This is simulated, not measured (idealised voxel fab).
voxel ribs on slabs: a process module
This is section cut - it's 285 nm across, gridded in 5 nm square cells.
The cross-sections in this document take the form of a grid made of square cells. They are written out as bands, in order from top to bottom. Each band consists of one or more rows of cells. The entry gives the band's vertical extent as a top height and a bottom height in nm, then its horizontal make-up as materials from left to right, each with a width in nm. "empty" stands for empty space; a single material marked "everywhere" fills the band edge to edge. Where do heights start? At 0: under that level the wafer as delivered is made of one material only. And the lowest band has no floor; it just carries on downward, as in "0 down". It should be noted that a width expressed as "30..40" varies in equal increments from row to row of cells within the band, taking the value of the first number at the top row and that of the second number at the bottom row. The cross-section has no changed cell in any step marked "same as before". So "Enclosed void catalog" is basically the list of trapped voids: any empty space of 8 cells or more that can't reach the top through an opening. They're written width x height at distance, the distance being from the left edge, and it's all nm. Past the settings on a step's line: simulator remark, on that step. overlay nm: where the mask lay relative to plan, measured to the right, on steps with a mask; negatives go left.

List of planned process steps:
1: RECEIVE with material Si
2: DIRECTIONAL_DEP with material SiO2, thk nm 25
3: DIRECTIONAL_DEP with material SiN, thk nm 20
4: DIRECTIONAL_DEP with material aC, thk nm 10
5: PATTERN with tone cover, mask id RIB, material resist, width nm 25, thk nm 25, overlay nm 0
6: DIRECTIONAL_ETCH with etch materials aC, depth nm 10
7: STRIP with etch materials resist
8: DIRECTIONAL_ETCH with etch materials SiN, depth nm 5
9: STRIP with etch materials aC
10: DIRECTIONAL_DEP with material aC, thk nm 10
11: PATTERN with tone cover, mask id SLAB, material resist, width nm 55, thk nm 30, overlay nm 0
12: DIRECTIONAL_ETCH with etch materials aC, depth nm 10
13: STRIP with etch materials resist
14: DIRECTIONAL_ETCH with etch materials SiN, depth nm 15
15: STRIP with etch materials aC
16: FILL_DEP with material SiO2, thk nm 15
17: CMP with height nm 55
18: DIRECTIONAL_DEP with material W, thk nm 5
19: PATTERN with tone cover, mask id HEATER, material resist, width nm 35, thk nm 20, overlay nm 0
20: DIRECTIONAL_ETCH with etch materials W, depth nm 5
21: STRIP with etch materials resist
22: CONFORMAL_DEP with material SiO2, thk nm 5

Cross-section, incoming material, after step 1:
  0 down: Si everywhere
  Enclosed void catalog: none

Cross-section at module end, one run error; start and plan unchanged from above:
  65 to 60: empty=120; SiO2=45; empty=120
  60 to 55: SiO2=125; W=35; SiO2=125
  55 to 45: SiO2 everywhere
  45 to 40: SiO2=115; SiN=15; SiO2=25; SiN=15; SiO2=115
  40 to 30: SiO2=115; SiN=55; SiO2=115
  30 to 25: SiN everywhere
  25 to 0: SiO2 everywhere
  0 down: Si everywhere
  Enclosed void catalog: none
So what did we get wrong on this run? in deviation from the planned setting, step 5 was conducted as PATTERN with tone open, mask id RIB, material resist, width nm 25, thk nm 25, overlay nm 0
